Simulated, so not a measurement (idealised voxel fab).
You're looking at the process module voxel trench capacitor.
Pictured: cross-section cut, 275 nm wide, on a grid of 5 nm square cells.
Cross-section = grid of square cells, listed top down in bands; band = one or more rows.
Band: top and bottom heights (nm) first, top before bottom; then materials from left to right, widths in nm. "edge to edge" marks a sole material filling the band edge to edge. "blank" denotes empty space.
Zero point of the height axis is 0; under it, received wafer = one material. Lowest band: continues down indefinitely, "0 and below".
Width: "30..40" (first number = top row, second number = bottom row, same change from row to row of cells).
"nothing got changed", as given for a step, is the statement that not any cell of the cross-section underwent a change during that step.
"Closed void listing" enumerates empty spaces isolated from the top, with no open way to it, that contain at least 8 cells, giving each as width x height at distance from the left edge, all three in nm.
after a step's settings: what the simulator itself notes on the step
On any step carrying a mask, the "overlay nm" setting, if present on the step's line, tells how far right of its planned place the mask lay; negative values point to the left.
The planned process steps are enumerated hereunder
1,RECEIVE: material Si
2,CONFORMAL_DEP: material SiN, thk nm 10
3,DIRECTIONAL_DEP: material aC, thk nm 10
4,PATTERN: tone open, mask id TRENCH, material resist, width nm 25, pitch nm 45, thk nm 30, overlay nm 0
5,DIRECTIONAL_ETCH: etch materials aC, depth nm 10
6,STRIP: etch materials resist
7,DIRECTIONAL_ETCH: etch materials SiN, depth nm 10
8,DIRECTIONAL_ETCH: etch materials Si, depth nm 25
9,STRIP: etch materials aC
10,CONFORMAL_DEP: material HfO2, thk nm 5
11,CONFORMAL_DEP: material TiN, thk nm 5
12,FILL_DEP: material W, thk nm 10
13,CMP: height nm 10
The first of two wafers, run as planned
Shown in cross-section is the wafer as received, that is, as it stands after step 1
	0 and below | Si edge to edge
	Closed void listing: none
Take a look at the wafer's cross-section after step 2
	10 down to 0 | SiN edge to edge
	Note: structure below 0 unchanged.
Take a look at the wafer's cross-section after step 3
	20 down to 10 | aC edge to edge
	Note: structure below 10 unchanged.
Take a look at the wafer's cross-section after step 4
	50 down to 20 | 55 of resist, 25 of blank, 20 of resist, 25 of blank, 20 of resist, 25 of blank, 20 of resist, 25 of blank, 60 of resist
	Note: structure below 20 unchanged.
Take a look at the wafer's cross-section after step 5
	40 down to 20 | 55 of resist, 25 of blank, 20 of resist, 25 of blank, 20 of resist, 25 of blank, 20 of resist, 25 of blank, 60 of resist
	20 down to 10 | 55 of aC, 25 of blank, 20 of aC, 25 of blank, 20 of aC, 25 of blank, 20 of aC, 25 of blank, 60 of aC
	Note: structure below 10 unchanged.
Take a look at the wafer's cross-section after step 6
	20 down to 10 | 55 of aC, 25 of blank, 20 of aC, 25 of blank, 20 of aC, 25 of blank, 20 of aC, 25 of blank, 60 of aC
	Note: structure below 10 unchanged.
Take a look at the wafer's cross-section after step 7
	20 down to 10 | 55 of aC, 25 of blank, 20 of aC, 25 of blank, 20 of aC, 25 of blank, 20 of aC, 25 of blank, 60 of aC
	10 down to 0 | 55 of SiN, 25 of blank, 20 of SiN, 25 of blank, 20 of SiN, 25 of blank, 20 of SiN, 25 of blank, 60 of SiN
	Note: structure below 0 unchanged.
Take a look at the wafer's cross-section after step 8
	20 down to 10 | 55 of aC, 25 of blank, 20 of aC, 25 of blank, 20 of aC, 25 of blank, 20 of aC, 25 of blank, 60 of aC
	10 down to 0 | 55 of SiN, 25 of blank, 20 of SiN, 25 of blank, 20 of SiN, 25 of blank, 20 of SiN, 25 of blank, 60 of SiN
	0 down to -25 | 55 of Si, 25 of blank, 20 of Si, 25 of blank, 20 of Si, 25 of blank, 20 of Si, 25 of blank, 60 of Si
	Note: structure below -25 unchanged.
Take a look at the wafer's cross-section after step 9
	10 down to 0 | 55 of SiN, 25 of blank, 20 of SiN, 25 of blank, 20 of SiN, 25 of blank, 20 of SiN, 25 of blank, 60 of SiN
	Note: structure below 0 unchanged.
Take a look at the wafer's cross-section after step 10
	15 down to 10 | 60 of HfO2, 15 of blank, 30 of HfO2, 15 of blank, 30 of HfO2, 15 of blank, 30 of HfO2, 15 of blank, 65 of HfO2
	10 down to 0 | 55 of SiN, 5 of HfO2, 15 of blank, 5 of HfO2, 20 of SiN, 5 of HfO2, 15 of blank, 5 of HfO2, 20 of SiN, 5 of HfO2, 15 of blank, 5 of HfO2, 20 of SiN, 5 of HfO2, 15 of blank, 5 of HfO2, 60 of SiN
	0 down to -20 | 55 of Si, 5 of HfO2, 15 of blank, 5 of HfO2, 20 of Si, 5 of HfO2, 15 of blank, 5 of HfO2, 20 of Si, 5 of HfO2, 15 of blank, 5 of HfO2, 20 of Si, 5 of HfO2, 15 of blank, 5 of HfO2, 60 of Si
	-20 down to -25 | 55 of Si, 25 of HfO2, 20 of Si, 25 of HfO2, 20 of Si, 25 of HfO2, 20 of Si, 25 of HfO2, 60 of Si
	Note: structure below -25 unchanged.
Take a look at the wafer's cross-section after step 11
	20 down to 15 | 65 of TiN, 5 of blank, 40 of TiN, 5 of blank, 40 of TiN, 5 of blank, 40 of TiN, 5 of blank, 70 of TiN
	15 down to 10 | 60 of HfO2, 5 of TiN, 5 of blank, 5 of TiN, 30 of HfO2, 5 of TiN, 5 of blank, 5 of TiN, 30 of HfO2, 5 of TiN, 5 of blank, 5 of TiN, 30 of HfO2, 5 of TiN, 5 of blank, 5 of TiN, 65 of HfO2
	10 down to 0 | 55 of SiN, 5 of HfO2, 5 of TiN, 5 of blank, 5 of TiN, 5 of HfO2, 20 of SiN, 5 of HfO2, 5 of TiN, 5 of blank, 5 of TiN, 5 of HfO2, 20 of SiN, 5 of HfO2, 5 of TiN, 5 of blank, 5 of TiN, 5 of HfO2, 20 of SiN, 5 of HfO2, 5 of TiN, 5 of blank, 5 of TiN, 5 of HfO2, 60 of SiN
	0 down to -15 | 55 of Si, 5 of HfO2, 5 of TiN, 5 of blank, 5 of TiN, 5 of HfO2, 20 of Si, 5 of HfO2, 5 of TiN, 5 of blank, 5 of TiN, 5 of HfO2, 20 of Si, 5 of HfO2, 5 of TiN, 5 of blank, 5 of TiN, 5 of HfO2, 20 of Si, 5 of HfO2, 5 of TiN, 5 of blank, 5 of TiN, 5 of HfO2, 60 of Si
	-15 down to -20 | 55 of Si, 5 of HfO2, 15 of TiN, 5 of HfO2, 20 of Si, 5 of HfO2, 15 of TiN, 5 of HfO2, 20 of Si, 5 of HfO2, 15 of TiN, 5 of HfO2, 20 of Si, 5 of HfO2, 15 of TiN, 5 of HfO2, 60 of Si
	Note: structure below -20 unchanged.
Take a look at the wafer's cross-section after step 12
	30 down to 20 | W edge to edge
	20 down to 15 | 65 of TiN, 5 of W, 40 of TiN, 5 of W, 40 of TiN, 5 of W, 40 of TiN, 5 of W, 70 of TiN
	15 down to 10 | 60 of HfO2, 5 of TiN, 5 of W, 5 of TiN, 30 of HfO2, 5 of TiN, 5 of W, 5 of TiN, 30 of HfO2, 5 of TiN, 5 of W, 5 of TiN, 30 of HfO2, 5 of TiN, 5 of W, 5 of TiN, 65 of HfO2
	10 down to 0 | 55 of SiN, 5 of HfO2, 5 of TiN, 5 of W, 5 of TiN, 5 of HfO2, 20 of SiN, 5 of HfO2, 5 of TiN, 5 of W, 5 of TiN, 5 of HfO2, 20 of SiN, 5 of HfO2, 5 of TiN, 5 of W, 5 of TiN, 5 of HfO2, 20 of SiN, 5 of HfO2, 5 of TiN, 5 of W, 5 of TiN, 5 of HfO2, 60 of SiN
	0 down to -15 | 55 of Si, 5 of HfO2, 5 of TiN, 5 of W, 5 of TiN, 5 of HfO2, 20 of Si, 5 of HfO2, 5 of TiN, 5 of W, 5 of TiN, 5 of HfO2, 20 of Si, 5 of HfO2, 5 of TiN, 5 of W, 5 of TiN, 5 of HfO2, 20 of Si, 5 of HfO2, 5 of TiN, 5 of W, 5 of TiN, 5 of HfO2, 60 of Si
	Note: structure below -15 unchanged.
Take a look at the wafer's cross-section after step 13
	10 down to 0 | 55 of SiN, 5 of HfO2, 5 of TiN, 5 of W, 5 of TiN, 5 of HfO2, 20 of SiN, 5 of HfO2, 5 of TiN, 5 of W, 5 of TiN, 5 of HfO2, 20 of SiN, 5 of HfO2, 5 of TiN, 5 of W, 5 of TiN, 5 of HfO2, 20 of SiN, 5 of HfO2, 5 of TiN, 5 of W, 5 of TiN, 5 of HfO2, 60 of SiN
	Note: structure below 0 unchanged.
The second wafer was prepared from the same starting point and under the same plan as the first; its processing contained one mistake, and it remains indistinguishable from the first wafer up to and including step 7
Second wafer, section view, time point: scheduled end of step 8
	20 down to 10 | 55 of aC, 25 of blank, 20 of aC, 25 of blank, 20 of aC, 25 of blank, 20 of aC, 25 of blank, 60 of aC
	10 down to 0 | 55 of SiN, 25 of blank, 20 of SiN, 25 of blank, 20 of SiN, 25 of blank, 20 of SiN, 25 of blank, 60 of SiN
	0 down to -50 | 55 of Si, 25 of blank, 20 of Si, 25 of blank, 20 of Si, 25 of blank, 20 of Si, 25 of blank, 60 of Si
	Note: structure below -50 unchanged.
Second wafer, section view, time point: scheduled end of step 9
	10 down to 0 | 55 of SiN, 25 of blank, 20 of SiN, 25 of blank, 20 of SiN, 25 of blank, 20 of SiN, 25 of blank, 60 of SiN
	Note: structure below 0 unchanged.
Second wafer, section view, time point: scheduled end of step 10
	15 down to 10 | 60 of HfO2, 15 of blank, 30 of HfO2, 15 of blank, 30 of HfO2, 15 of blank, 30 of HfO2, 15 of blank, 65 of HfO2
	10 down to 0 | 55 of SiN, 5 of HfO2, 15 of blank, 5 of HfO2, 20 of SiN, 5 of HfO2, 15 of blank, 5 of HfO2, 20 of SiN, 5 of HfO2, 15 of blank, 5 of HfO2, 20 of SiN, 5 of HfO2, 15 of blank, 5 of HfO2, 60 of SiN
	0 down to -45 | 55 of Si, 5 of HfO2, 15 of blank, 5 of HfO2, 20 of Si, 5 of HfO2, 15 of blank, 5 of HfO2, 20 of Si, 5 of HfO2, 15 of blank, 5 of HfO2, 20 of Si, 5 of HfO2, 15 of blank, 5 of HfO2, 60 of Si
	-45 down to -50 | 55 of Si, 25 of HfO2, 20 of Si, 25 of HfO2, 20 of Si, 25 of HfO2, 20 of Si, 25 of HfO2, 60 of Si
	Note: structure below -50 unchanged.
Second wafer, section view, time point: scheduled end of step 11
	20 down to 15 | 65 of TiN, 5 of blank, 40 of TiN, 5 of blank, 40 of TiN, 5 of blank, 40 of TiN, 5 of blank, 70 of TiN
	15 down to 10 | 60 of HfO2, 5 of TiN, 5 of blank, 5 of TiN, 30 of HfO2, 5 of TiN, 5 of blank, 5 of TiN, 30 of HfO2, 5 of TiN, 5 of blank, 5 of TiN, 30 of HfO2, 5 of TiN, 5 of blank, 5 of TiN, 65 of HfO2
	10 down to 0 | 55 of SiN, 5 of HfO2, 5 of TiN, 5 of blank, 5 of TiN, 5 of HfO2, 20 of SiN, 5 of HfO2, 5 of TiN, 5 of blank, 5 of TiN, 5 of HfO2, 20 of SiN, 5 of HfO2, 5 of TiN, 5 of blank, 5 of TiN, 5 of HfO2, 20 of SiN, 5 of HfO2, 5 of TiN, 5 of blank, 5 of TiN, 5 of HfO2, 60 of SiN
	0 down to -40 | 55 of Si, 5 of HfO2, 5 of TiN, 5 of blank, 5 of TiN, 5 of HfO2, 20 of Si, 5 of HfO2, 5 of TiN, 5 of blank, 5 of TiN, 5 of HfO2, 20 of Si, 5 of HfO2, 5 of TiN, 5 of blank, 5 of TiN, 5 of HfO2, 20 of Si, 5 of HfO2, 5 of TiN, 5 of blank, 5 of TiN, 5 of HfO2, 60 of Si
	-40 down to -45 | 55 of Si, 5 of HfO2, 15 of TiN, 5 of HfO2, 20 of Si, 5 of HfO2, 15 of TiN, 5 of HfO2, 20 of Si, 5 of HfO2, 15 of TiN, 5 of HfO2, 20 of Si, 5 of HfO2, 15 of TiN, 5 of HfO2, 60 of Si
	Note: structure below -45 unchanged.
Second wafer, section view, time point: scheduled end of step 12
	30 down to 20 | W edge to edge
	20 down to 15 | 65 of TiN, 5 of W, 40 of TiN, 5 of W, 40 of TiN, 5 of W, 40 of TiN, 5 of W, 70 of TiN
	15 down to 10 | 60 of HfO2, 5 of TiN, 5 of W, 5 of TiN, 30 of HfO2, 5 of TiN, 5 of W, 5 of TiN, 30 of HfO2, 5 of TiN, 5 of W, 5 of TiN, 30 of HfO2, 5 of TiN, 5 of W, 5 of TiN, 65 of HfO2
	10 down to 0 | 55 of SiN, 5 of HfO2, 5 of TiN, 5 of W, 5 of TiN, 5 of HfO2, 20 of SiN, 5 of HfO2, 5 of TiN, 5 of W, 5 of TiN, 5 of HfO2, 20 of SiN, 5 of HfO2, 5 of TiN, 5 of W, 5 of TiN, 5 of HfO2, 20 of SiN, 5 of HfO2, 5 of TiN, 5 of W, 5 of TiN, 5 of HfO2, 60 of SiN
	0 down to -40 | 55 of Si, 5 of HfO2, 5 of TiN, 5 of W, 5 of TiN, 5 of HfO2, 20 of Si, 5 of HfO2, 5 of TiN, 5 of W, 5 of TiN, 5 of HfO2, 20 of Si, 5 of HfO2, 5 of TiN, 5 of W, 5 of TiN, 5 of HfO2, 20 of Si, 5 of HfO2, 5 of TiN, 5 of W, 5 of TiN, 5 of HfO2, 60 of Si
	Note: structure below -40 unchanged.
Second wafer, section view, time point: scheduled end of step 13
	10 down to 0 | 55 of SiN, 5 of HfO2, 5 of TiN, 5 of W, 5 of TiN, 5 of HfO2, 20 of SiN, 5 of HfO2, 5 of TiN, 5 of W, 5 of TiN, 5 of HfO2, 20 of SiN, 5 of HfO2, 5 of TiN, 5 of W, 5 of TiN, 5 of HfO2, 20 of SiN, 5 of HfO2, 5 of TiN, 5 of W, 5 of TiN, 5 of HfO2, 60 of SiN
	Note: structure below 0 unchanged.
Which mistake was made when the wafer was run? in the plan, step 8 was performed twice
Materials where the second wafer ends with more or fewer cells than the first: HfO2: 40 more; Si: 100 fewer; TiN: 40 more; W: 20 more
